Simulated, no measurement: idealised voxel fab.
process module | voxel wiring stack
cross-section cut | 155 nm wide | cells 5 nm
A cross-section is a grid of square cells, given in bands from the top down. A band is one or more rows of cells.
Each band's line starts with the height of the band's top and of its bottom, in nm. Then come its materials from left to right, each with its width in nm. One material with "throughout" fills the band from edge to edge. "air" is empty space.
Height 0 is the level under which the wafer as received is all one material. The lowest band goes on downwards, as in "0 down".
A width such as "30 to 40" changes by the same amount from each row of cells to the next, from the band's top row to its bottom row.
"no change" after a step means that no cell of the cross-section changed.
closed voids: empty space of 8 cells or more with no open way to the top, each as width x height at its distance from the left edge, in nm
after a step's settings: what the simulator itself notes on the step
overlay nm, on a step with a mask: how far to the right of its planned place the mask lay; to the left if negative
plan
1 op RECEIVE | material Si
2 op CONFORMAL_DEP | material SiO2 | thk nm 10
3 op CONFORMAL_DEP | material SiN | thk nm 5
4 op DIRECTIONAL_DEP | material lowk | thk nm 25
5 op PATTERN | tone open | mask id METAL_1 | material resist | width nm 25 | pitch nm 55 | thk nm 20 | overlay nm 0
6 op DIRECTIONAL_ETCH | etch materials lowk | depth nm 25
7 op DIRECTIONAL_ETCH | etch materials SiN | depth nm 5
8 op STRIP | etch materials resist
9 op CONFORMAL_DEP | material TiN | thk nm 5
10 op FILL_DEP | material Ru | thk nm 10
11 op CMP | height nm 40
12 op EPI | material Ru | thk nm 5
13 op FILL_DEP | material SiCN | thk nm 5
14 op DIRECTIONAL_DEP | material lowk | thk nm 15
15 op MASKED_ETCH | tone open | mask id PLUG_1 | width nm 15 | etch materials lowk | depth nm 15 | overlay nm 0
16 op MASKED_ETCH | tone open | mask id PLUG_1 | width nm 15 | etch materials SiCN | depth nm 5 | overlay nm 0
17 op EPI | material Ru | thk nm 10
18 op EPI | material Ru | thk nm 10
19 op DIRECTIONAL_DEP | material TiN | thk nm 5
20 op DIRECTIONAL_DEP | material W | thk nm 20
21 op DIRECTIONAL_DEP | material aC | thk nm 15
22 op PATTERN | tone cover | mask id METAL_2 | material resist | width nm 25 | pitch nm 55 | thk nm 30 | overlay nm 0
23 op DIRECTIONAL_ETCH | etch materials aC | depth nm 15
24 op STRIP | etch materials resist
25 op DIRECTIONAL_ETCH | etch materials W | depth nm 20
26 op DIRECTIONAL_ETCH | etch materials TiN | depth nm 5
27 op STRIP | etch materials aC
28 op FILL_DEP | material SiO2 | thk nm 5
29 op CMP | height nm 90
30 op CONFORMAL_DEP | material SiCN | thk nm 5
first wafer, as planned
as received, after step 1
  0 down: Si throughout
  closed voids: none
after step 2
  10 to 0: SiO2 throughout
  below 0: unchanged
after step 3
  15 to 10: SiN throughout
  below 10: unchanged
after step 4
  40 to 15: lowk throughout
  below 15: unchanged
after step 5
  60 to 40: resist 35 | air 25 | resist 30 | air 25 | resist 40
  below 40: unchanged
after step 6
  60 to 40: resist 35 | air 25 | resist 30 | air 25 | resist 40
  40 to 15: lowk 35 | air 25 | lowk 30 | air 25 | lowk 40
  below 15: unchanged
after step 7
  60 to 40: resist 35 | air 25 | resist 30 | air 25 | resist 40
  40 to 15: lowk 35 | air 25 | lowk 30 | air 25 | lowk 40
  15 to 10: SiN 35 | air 25 | SiN 30 | air 25 | SiN 40
  below 10: unchanged
after step 8
  40 to 15: lowk 35 | air 25 | lowk 30 | air 25 | lowk 40
  below 15: unchanged
after step 9
  45 to 40: TiN 40 | air 15 | TiN 40 | air 15 | TiN 45
  40 to 15: lowk 35 | TiN 5 | air 15 | TiN 5 | lowk 30 | TiN 5 | air 15 | TiN 5 | lowk 40
  15 to 10: SiN 35 | TiN 25 | SiN 30 | TiN 25 | SiN 40
  below 10: unchanged
after step 10
  55 to 45: Ru throughout
  45 to 40: TiN 40 | Ru 15 | TiN 40 | Ru 15 | TiN 45
  40 to 15: lowk 35 | TiN 5 | Ru 15 | TiN 5 | lowk 30 | TiN 5 | Ru 15 | TiN 5 | lowk 40
  below 15: unchanged
after step 11
  40 to 15: lowk 35 | TiN 5 | Ru 15 | TiN 5 | lowk 30 | TiN 5 | Ru 15 | TiN 5 | lowk 40
  below 15: unchanged
after step 12
  45 to 40: air 30 | Ru 35 | air 20 | Ru 35 | air 35
  below 40: unchanged
after step 13
  50 to 45: SiCN throughout
  45 to 40: SiCN 30 | Ru 35 | SiCN 20 | Ru 35 | SiCN 35
  below 40: unchanged
after step 14
  65 to 50: lowk throughout
  below 50: unchanged
after step 15
  65 to 50: lowk 35 | air 15 | lowk 105
  below 50: unchanged
after step 16
  65 to 50: lowk 35 | air 15 | lowk 105
  50 to 45: SiCN 35 | air 15 | SiCN 105
  below 45: unchanged
after step 17
  65 to 55: lowk 35 | air 15 | lowk 105
  55 to 50: lowk 35 | Ru 15 | lowk 105
  50 to 45: SiCN 35 | Ru 15 | SiCN 105
  below 45: unchanged
after step 18
  65 to 50: lowk 35 | Ru 15 | lowk 105
  below 50: unchanged
after step 19
  70 to 65: TiN throughout
  below 65: unchanged
after step 20
  90 to 70: W throughout
  below 70: unchanged
after step 21
  105 to 90: aC throughout
  below 90: unchanged
after step 22
  135 to 105: air 35 | resist 25 | air 30 | resist 25 | air 40
  below 105: unchanged
after step 23
  120 to 105: air 35 | resist 25 | air 30 | resist 25 | air 40
  105 to 90: air 35 | aC 25 | air 30 | aC 25 | air 40
  below 90: unchanged
after step 24
  105 to 90: air 35 | aC 25 | air 30 | aC 25 | air 40
  below 90: unchanged
after step 25
  105 to 90: air 35 | aC 25 | air 30 | aC 25 | air 40
  90 to 70: air 35 | W 25 | air 30 | W 25 | air 40
  below 70: unchanged
after step 26
  105 to 90: air 35 | aC 25 | air 30 | aC 25 | air 40
  90 to 70: air 35 | W 25 | air 30 | W 25 | air 40
  70 to 65: air 35 | TiN 25 | air 30 | TiN 25 | air 40
  below 65: unchanged
after step 27
  90 to 70: air 35 | W 25 | air 30 | W 25 | air 40
  below 70: unchanged
after step 28
  95 to 90: SiO2 throughout
  90 to 70: SiO2 35 | W 25 | SiO2 30 | W 25 | SiO2 40
  70 to 65: SiO2 35 | TiN 25 | SiO2 30 | TiN 25 | SiO2 40
  below 65: unchanged
after step 29
  90 to 70: SiO2 35 | W 25 | SiO2 30 | W 25 | SiO2 40
  below 70: unchanged
after step 30
  95 to 90: SiCN throughout
  below 90: unchanged
second wafer: like start, like plan, one mistake. Through step 16 it matches the first wafer
when step 18 should have ended
  75 to 65: air 25 | Ru 35 | air 95
  65 to 50: lowk 35 | Ru 15 | lowk 105
  50 to 45: SiCN 35 | Ru 15 | SiCN 105
  below 45: unchanged
when step 19 should have ended
  80 to 75: air 25 | TiN 35 | air 95
  75 to 70: air 25 | Ru 35 | air 95
  70 to 65: TiN 25 | Ru 35 | TiN 95
  below 65: unchanged
when step 20 should have ended
  100 to 90: air 25 | W 35 | air 95
  90 to 80: W throughout
  80 to 75: W 25 | TiN 35 | W 95
  75 to 70: W 25 | Ru 35 | W 95
  below 70: unchanged
when step 21 should have ended
  115 to 105: air 25 | aC 35 | air 95
  105 to 100: aC throughout
  100 to 90: aC 25 | W 35 | aC 95
  below 90: unchanged
when step 22 should have ended
  145 to 115: air 35 | resist 25 | air 30 | resist 25 | air 40
  115 to 105: air 25 | aC 35 | air 30 | resist 25 | air 40
  below 105: unchanged
when step 23 should have ended
  130 to 115: air 35 | resist 25 | air 30 | resist 25 | air 40
  115 to 105: air 35 | aC 25 | air 30 | resist 25 | air 40
  105 to 100: air 35 | aC 25 | air 30 | aC 25 | air 40
  100 to 90: air 25 | W 35 | air 30 | aC 25 | air 40
  below 90: unchanged
when step 24 should have ended
  115 to 105: air 35 | aC 25 | air 95
  below 105: unchanged
when step 25 should have ended
  115 to 105: air 35 | aC 25 | air 95
  105 to 100: air 35 | aC 25 | air 30 | aC 25 | air 40
  100 to 90: air 35 | W 25 | air 30 | aC 25 | air 40
  90 to 80: air 35 | W 25 | air 30 | W 25 | air 40
  80 to 75: air 25 | TiN 35 | air 30 | W 25 | air 40
  75 to 70: air 25 | Ru 35 | air 30 | W 25 | air 40
  below 70: unchanged
when step 26 should have ended
  115 to 105: air 35 | aC 25 | air 95
  105 to 100: air 35 | aC 25 | air 30 | aC 25 | air 40
  100 to 90: air 35 | W 25 | air 30 | aC 25 | air 40
  90 to 80: air 35 | W 25 | air 30 | W 25 | air 40
  80 to 75: air 35 | TiN 25 | air 30 | W 25 | air 40
  75 to 70: air 25 | Ru 35 | air 30 | W 25 | air 40
  70 to 65: air 25 | Ru 35 | air 30 | TiN 25 | air 40
  below 65: unchanged
when step 27 should have ended
  100 to 90: air 35 | W 25 | air 95
  below 90: unchanged
when step 28 should have ended
  105 to 100: SiO2 throughout
  100 to 90: SiO2 35 | W 25 | SiO2 95
  90 to 80: SiO2 35 | W 25 | SiO2 30 | W 25 | SiO2 40
  80 to 75: SiO2 35 | TiN 25 | SiO2 30 | W 25 | SiO2 40
  75 to 70: SiO2 25 | Ru 35 | SiO2 30 | W 25 | SiO2 40
  70 to 65: SiO2 25 | Ru 35 | SiO2 30 | TiN 25 | SiO2 40
  below 65: unchanged
when step 29 should have ended
  90 to 80: SiO2 35 | W 25 | SiO2 30 | W 25 | SiO2 40
  below 80: unchanged
when step 30 should have ended
  95 to 90: SiCN throughout
  below 90: unchanged
what went wrong: one of the steps 17 and 18, which are alike, was run twice
at the end the second wafer has, in cells: 14 more of Ru | 4 fewer of SiO2 | 10 fewer of W
